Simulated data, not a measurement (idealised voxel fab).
process module | voxel self aligned contacts
cross-section cut | 225 nm wide | cells 5 nm
A cross-section is a grid of square cells, given in bands from the top down. A band is one or more rows of cells.
Each band's line starts with the height of the band's top and of its bottom, in nm. Then come its materials from left to right, each with its width in nm. One material with "throughout" fills the band from edge to edge. "air" is empty space.
Height 0 is the level under which the wafer as received is all one material. The lowest band goes on downwards, as in "0 down".
A width such as "30 to 40" changes by the same amount from each row of cells to the next, from the band's top row to its bottom row.
"no change" after a step means that no cell of the cross-section changed.
closed voids: empty space of 8 cells or more with no open way to the top, each as width x height at its distance from the left edge, in nm
after a step's settings: what the simulator itself notes on the step
overlay nm, on a step with a mask: how far to the right of its planned place the mask lay; to the left if negative
plan
1 op RECEIVE | material Si
2 op CONFORMAL_DEP | material SiO2 | thk nm 5
3 op DIRECTIONAL_DEP | material polySi | thk nm 20
4 op DIRECTIONAL_DEP | material SiN | thk nm 20
5 op PATTERN | tone cover | mask id GATE | material resist | width nm 35 | pitch nm 65 | thk nm 15 | overlay nm 0
6 op DIRECTIONAL_ETCH | etch materials SiN | depth nm 20
7 op DIRECTIONAL_ETCH | etch materials polySi | depth nm 20
8 op STRIP | etch materials resist
9 op CONFORMAL_DEP | material SiN | thk nm 5
10 op DIRECTIONAL_ETCH | etch materials SiN | depth nm 5
11 op FILL_DEP | material SiO2 | thk nm 15
12 op CMP | height nm 50
13 op PATTERN | tone open | mask id CONTACT | material resist | width nm 40 | thk nm 15 | overlay nm 0
14 op DIRECTIONAL_ETCH | etch materials SiO2 | depth nm 50
15 op STRIP | etch materials resist
16 op CONFORMAL_DEP | material TiN | thk nm 5
17 op FILL_DEP | material Ru | thk nm 10
18 op CMP | height nm 50
19 op CONFORMAL_DEP | material SiCN | thk nm 5
as received, after step 1
  0 down: Si throughout
  closed voids: none
a wafer at the end: this start, this plan, one mistake
  55 to 50: SiCN throughout
  50 to 45: SiO2 90 | TiN 40 | SiO2 95
  45 to 25: SiO2 50 | SiN 55 | TiN 10 | SiN 55 | SiO2 55
  25 to 5: SiO2 50 | SiN 5 | polySi 45 | SiN 5 | TiN 10 | SiN 5 | polySi 45 | SiN 5 | SiO2 55
  5 to 0: SiO2 105 | TiN 10 | SiO2 110
  0 down: Si throughout
  closed voids: none
what went wrong: step 5 ran as: op PATTERN | tone cover | mask id GATE | material resist | width nm 45 | pitch nm 65 | thk nm 15 | overlay nm 0
